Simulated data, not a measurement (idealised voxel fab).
The process module presented herein is designated voxel self aligned contacts.
Displayed cross-section: cut, width of 290 nm, square cells sized 5 nm.
If you're reading a cross-section in this doc, picture square cells in a grid; it comes to you as bands, top ones listed first down to the bottom, and a band can be one or more rows of cells.
Each band's line starts with the height of the band's top and of its bottom, in nm. Then come its materials from left to right, each with its width in nm. One material with "edge to edge" fills the band from edge to edge. "blank" is empty space.
It should be noted that heights are counted from 0, beneath which the wafer as supplied is of one material throughout, and that the lowest band possesses no lower boundary but continues downward, as written in "top 0, no bottom".
Note: "30->40" means the width goes from the first number (top row of the band) to the second number (bottom row) in equal steps per row of cells.
Where the words "nothing got changed" appear for a step, the cross-section shows no cell changed by that step; every cell remained as before.
Under "Completely enclosed voids" you'll find the enclosed gaps, the ones with no way out to the top, that are 8 cells or bigger; each reads width x height at distance, with distance counted from the left edge, everything in nm.
It should be noted that, on the line of a given step, the content following the step's settings is a remark produced by the simulator itself with respect to that step.
The setting "overlay nm" may be written on the line of a step. When the step uses a mask, the value reports how far to the right of the planned place the mask lay, and a negative value reports that it lay to the left.

This section lists the process steps that were planned:
step 1: RECEIVE: material Si
step 2: OXIDIZE: depth nm 5
step 3: DIRECTIONAL_DEP: material polySi, thk nm 20
step 4: DIRECTIONAL_DEP: material SiN, thk nm 20
step 5: DIRECTIONAL_DEP: material aC, thk nm 15
step 6: PATTERN: tone cover, mask id GATE, material resist, width nm 30, pitch nm 70, thk nm 30, overlay nm 0
step 7: DIRECTIONAL_ETCH: etch materials aC, depth nm 15
step 8: STRIP: etch materials resist
step 9: DIRECTIONAL_ETCH: etch materials SiN, depth nm 20
step 10: DIRECTIONAL_ETCH: etch materials polySi, depth nm 20
step 11: STRIP: etch materials aC
step 12: CONFORMAL_DEP: material SiN, thk nm 10
step 13: DIRECTIONAL_ETCH: etch materials SiN, depth nm 10
step 14: FILL_DEP: material SiO2, thk nm 20
step 15: CMP: height nm 50
step 16: DIRECTIONAL_DEP: material aC, thk nm 15
step 17: PATTERN: tone open, mask id CONTACT, material resist, width nm 50, thk nm 30, overlay nm 0
step 18: DIRECTIONAL_ETCH: etch materials aC, depth nm 15
step 19: STRIP: etch materials resist
step 20: DIRECTIONAL_ETCH: etch materials SiO2, depth nm 55
step 21: STRIP: etch materials aC
step 22: CONFORMAL_DEP: material TiN, thk nm 5
step 23: FILL_DEP: material Ru, thk nm 10
step 24: CMP: height nm 50
step 25: CONFORMAL_DEP: material SiN, thk nm 5

Of two wafers, the first: run according to plan:

Cross-section of the incoming wafer, state after step 1:
	top 0, no bottom: Si edge to edge
	Completely enclosed voids: none

Presented here is a cross-section of the wafer after step 2 has been performed:
	top 0, bottom -5: SiO2 edge to edge
	Anything lower than -5 is untouched.

Presented here is a cross-section of the wafer after step 3 has been performed:
	top 20, bottom 0: polySi edge to edge
	Anything lower than 0 is untouched.

Presented here is a cross-section of the wafer after step 4 has been performed:
	top 40, bottom 20: SiN edge to edge
	Anything lower than 20 is untouched.

Presented here is a cross-section of the wafer after step 5 has been performed:
	top 55, bottom 40: aC edge to edge
	Anything lower than 40 is untouched.

Presented here is a cross-section of the wafer after step 6 has been performed:
	top 85, bottom 55: blank 95  resist 30  blank 40  resist 30  blank 95
	Anything lower than 55 is untouched.

Presented here is a cross-section of the wafer after step 7 has been performed:
	top 70, bottom 55: blank 95  resist 30  blank 40  resist 30  blank 95
	top 55, bottom 40: blank 95  aC 30  blank 40  aC 30  blank 95
	Anything lower than 40 is untouched.

Presented here is a cross-section of the wafer after step 8 has been performed:
	top 55, bottom 40: blank 95  aC 30  blank 40  aC 30  blank 95
	Anything lower than 40 is untouched.

Presented here is a cross-section of the wafer after step 9 has been performed:
	top 55, bottom 40: blank 95  aC 30  blank 40  aC 30  blank 95
	top 40, bottom 20: blank 95  SiN 30  blank 40  SiN 30  blank 95
	Anything lower than 20 is untouched.

Presented here is a cross-section of the wafer after step 10 has been performed:
	top 55, bottom 40: blank 95  aC 30  blank 40  aC 30  blank 95
	top 40, bottom 20: blank 95  SiN 30  blank 40  SiN 30  blank 95
	top 20, bottom 0: blank 95  polySi 30  blank 40  polySi 30  blank 95
	Anything lower than 0 is untouched.

Presented here is a cross-section of the wafer after step 11 has been performed:
	top 40, bottom 20: blank 95  SiN 30  blank 40  SiN 30  blank 95
	Anything lower than 20 is untouched.

Presented here is a cross-section of the wafer after step 12 has been performed:
	top 50, bottom 20: blank 85  SiN 50  blank 20  SiN 50  blank 85
	top 20, bottom 10: blank 85  SiN 10  polySi 30  SiN 10  blank 20  SiN 10  polySi 30  SiN 10  blank 85
	top 10, bottom 0: SiN 95  polySi 30  SiN 40  polySi 30  SiN 95
	Anything lower than 0 is untouched.

Presented here is a cross-section of the wafer after step 13 has been performed:
	top 40, bottom 20: blank 85  SiN 50  blank 20  SiN 50  blank 85
	top 20, bottom 0: blank 85  SiN 10  polySi 30  SiN 10  blank 20  SiN 10  polySi 30  SiN 10  blank 85
	Anything lower than 0 is untouched.

Presented here is a cross-section of the wafer after step 14 has been performed:
	top 60, bottom 40: SiO2 edge to edge
	top 40, bottom 20: SiO2 85  SiN 50  SiO2 20  SiN 50  SiO2 85
	top 20, bottom 0: SiO2 85  SiN 10  polySi 30  SiN 10  SiO2 20  SiN 10  polySi 30  SiN 10  SiO2 85
	Anything lower than 0 is untouched.

Presented here is a cross-section of the wafer after step 15 has been performed:
	top 50, bottom 40: SiO2 edge to edge
	Anything lower than 40 is untouched.

Presented here is a cross-section of the wafer after step 16 has been performed:
	top 65, bottom 50: aC edge to edge
	Anything lower than 50 is untouched.

Presented here is a cross-section of the wafer after step 17 has been performed:
	top 95, bottom 65: resist 120  blank 50  resist 120
	Anything lower than 65 is untouched.

Presented here is a cross-section of the wafer after step 18 has been performed:
	top 80, bottom 65: resist 120  blank 50  resist 120
	top 65, bottom 50: aC 120  blank 50  aC 120
	Anything lower than 50 is untouched.

Presented here is a cross-section of the wafer after step 19 has been performed:
	top 65, bottom 50: aC 120  blank 50  aC 120
	Anything lower than 50 is untouched.

Presented here is a cross-section of the wafer after step 20 has been performed:
	top 65, bottom 50: aC 120  blank 50  aC 120
	top 50, bottom 40: SiO2 120  blank 50  SiO2 120
	top 40, bottom 20: SiO2 85  SiN 50  blank 20  SiN 50  SiO2 85
	top 20, bottom 0: SiO2 85  SiN 10  polySi 30  SiN 10  blank 20  SiN 10  polySi 30  SiN 10  SiO2 85
	top 0, bottom -5: SiO2 135  blank 20  SiO2 135
	Anything lower than -5 is untouched.

Presented here is a cross-section of the wafer after step 21 has been performed:
	top 50, bottom 40: SiO2 120  blank 50  SiO2 120
	Anything lower than 40 is untouched.

Presented here is a cross-section of the wafer after step 22 has been performed:
	top 55, bottom 50: TiN 125  blank 40  TiN 125
	top 50, bottom 40: SiO2 120  TiN 5->20  blank 40->10  TiN 5->20  SiO2 120
	top 40, bottom 20: SiO2 85  SiN 50  TiN 5  blank 10  TiN 5  SiN 50  SiO2 85
	top 20, bottom 0: SiO2 85  SiN 10  polySi 30  SiN 10  TiN 5  blank 10  TiN 5  SiN 10  polySi 30  SiN 10  SiO2 85
	top 0, bottom -5: SiO2 135  TiN 20  SiO2 135
	Anything lower than -5 is untouched.

Presented here is a cross-section of the wafer after step 23 has been performed:
	top 65, bottom 55: Ru edge to edge
	top 55, bottom 50: TiN 125  Ru 40  TiN 125
	top 50, bottom 40: SiO2 120  TiN 5->20  Ru 40->10  TiN 5->20  SiO2 120
	top 40, bottom 20: SiO2 85  SiN 50  TiN 5  Ru 10  TiN 5  SiN 50  SiO2 85
	top 20, bottom 0: SiO2 85  SiN 10  polySi 30  SiN 10  TiN 5  Ru 10  TiN 5  SiN 10  polySi 30  SiN 10  SiO2 85
	Anything lower than 0 is untouched.

Presented here is a cross-section of the wafer after step 24 has been performed:
	top 50, bottom 40: SiO2 120  TiN 5->20  Ru 40->10  TiN 5->20  SiO2 120
	Anything lower than 40 is untouched.

Presented here is a cross-section of the wafer after step 25 has been performed:
	top 55, bottom 50: SiN edge to edge
	Anything lower than 50 is untouched.

Wafer two. Identical start, identical plan. One mistake in execution. Identical history through step 5:

Second wafer, cut view, end of step 6 per plan:
	top 85, bottom 55: blank 95  resist 35  blank 35  resist 35  blank 90
	Anything lower than 55 is untouched.

Second wafer, cut view, end of step 7 per plan:
	top 70, bottom 55: blank 95  resist 35  blank 35  resist 35  blank 90
	top 55, bottom 40: blank 95  aC 35  blank 35  aC 35  blank 90
	Anything lower than 40 is untouched.

Second wafer, cut view, end of step 8 per plan:
	top 55, bottom 40: blank 95  aC 35  blank 35  aC 35  blank 90
	Anything lower than 40 is untouched.

Second wafer, cut view, end of step 9 per plan:
	top 55, bottom 40: blank 95  aC 35  blank 35  aC 35  blank 90
	top 40, bottom 20: blank 95  SiN 35  blank 35  SiN 35  blank 90
	Anything lower than 20 is untouched.

Second wafer, cut view, end of step 10 per plan:
	top 55, bottom 40: blank 95  aC 35  blank 35  aC 35  blank 90
	top 40, bottom 20: blank 95  SiN 35  blank 35  SiN 35  blank 90
	top 20, bottom 0: blank 95  polySi 35  blank 35  polySi 35  blank 90
	Anything lower than 0 is untouched.

Second wafer, cut view, end of step 11 per plan:
	top 40, bottom 20: blank 95  SiN 35  blank 35  SiN 35  blank 90
	Anything lower than 20 is untouched.

Second wafer, cut view, end of step 12 per plan:
	top 50, bottom 20: blank 85  SiN 55  blank 15  SiN 55  blank 80
	top 20, bottom 10: blank 85  SiN 10  polySi 35  SiN 10  blank 15  SiN 10  polySi 35  SiN 10  blank 80
	top 10, bottom 0: SiN 95  polySi 35  SiN 35  polySi 35  SiN 90
	Anything lower than 0 is untouched.

Second wafer, cut view, end of step 13 per plan:
	top 40, bottom 20: blank 85  SiN 55  blank 15  SiN 55  blank 80
	top 20, bottom 0: blank 85  SiN 10  polySi 35  SiN 10  blank 15  SiN 10  polySi 35  SiN 10  blank 80
	Anything lower than 0 is untouched.

Second wafer, cut view, end of step 14 per plan:
	top 60, bottom 40: SiO2 edge to edge
	top 40, bottom 20: SiO2 85  SiN 55  SiO2 15  SiN 55  SiO2 80
	top 20, bottom 0: SiO2 85  SiN 10  polySi 35  SiN 10  SiO2 15  SiN 10  polySi 35  SiN 10  SiO2 80
	Anything lower than 0 is untouched.

Second wafer, cut view, end of step 15 per plan:
	top 50, bottom 40: SiO2 edge to edge
	Anything lower than 40 is untouched.

Second wafer, cut view, end of step 16 per plan:
	top 65, bottom 50: aC edge to edge
	Anything lower than 50 is untouched.

Second wafer, cut view, end of step 17 per plan:
	top 95, bottom 65: resist 120  blank 50  resist 120
	Anything lower than 65 is untouched.

Second wafer, cut view, end of step 18 per plan:
	top 80, bottom 65: resist 120  blank 50  resist 120
	top 65, bottom 50: aC 120  blank 50  aC 120
	Anything lower than 50 is untouched.

Second wafer, cut view, end of step 19 per plan:
	top 65, bottom 50: aC 120  blank 50  aC 120
	Anything lower than 50 is untouched.

Second wafer, cut view, end of step 20 per plan:
	top 65, bottom 50: aC 120  blank 50  aC 120
	top 50, bottom 40: SiO2 120  blank 50  SiO2 120
	top 40, bottom 20: SiO2 85  SiN 55  blank 15  SiN 55  SiO2 80
	top 20, bottom 0: SiO2 85  SiN 10  polySi 35  SiN 10  blank 15  SiN 10  polySi 35  SiN 10  SiO2 80
	top 0, bottom -5: SiO2 140  blank 15  SiO2 135
	Anything lower than -5 is untouched.

Second wafer, cut view, end of step 21 per plan:
	top 50, bottom 40: SiO2 120  blank 50  SiO2 120
	Anything lower than 40 is untouched.

Second wafer, cut view, end of step 22 per plan:
	top 55, bottom 50: TiN 125  blank 40  TiN 125
	top 50, bottom 40: SiO2 120  TiN 5->25  blank 40->5  TiN 5->20  SiO2 120
	top 40, bottom 20: SiO2 85  SiN 55  TiN 5  blank 5  TiN 5  SiN 55  SiO2 80
	top 20, bottom 0: SiO2 85  SiN 10  polySi 35  SiN 10  TiN 5  blank 5  TiN 5  SiN 10  polySi 35  SiN 10  SiO2 80
	top 0, bottom -5: SiO2 140  TiN 15  SiO2 135
	Anything lower than -5 is untouched.

Second wafer, cut view, end of step 23 per plan:
	top 65, bottom 55: Ru edge to edge
	top 55, bottom 50: TiN 125  Ru 40  TiN 125
	top 50, bottom 40: SiO2 120  TiN 5->25  Ru 40->5  TiN 5->20  SiO2 120
	top 40, bottom 20: SiO2 85  SiN 55  TiN 5  Ru 5  TiN 5  SiN 55  SiO2 80
	top 20, bottom 0: SiO2 85  SiN 10  polySi 35  SiN 10  TiN 5  Ru 5  TiN 5  SiN 10  polySi 35  SiN 10  SiO2 80
	Anything lower than 0 is untouched.

Second wafer, cut view, end of step 24 per plan:
	top 50, bottom 40: SiO2 120  TiN 5->25  Ru 40->5  TiN 5->20  SiO2 120
	Anything lower than 40 is untouched.

Second wafer, cut view, end of step 25 per plan:
	top 55, bottom 50: SiN edge to edge
	Anything lower than 50 is untouched.
Deviation noted in wafer processing: step 6 deviated from plan and actually ran as PATTERN: tone cover, mask id GATE, material resist, width nm 35, pitch nm 70, thk nm 30, overlay nm 0
Wafer comparison, final, in cells, second relative to first, materials more or fewer: Ru -9 | SiN +8 | SiO2 -7 | polySi +8
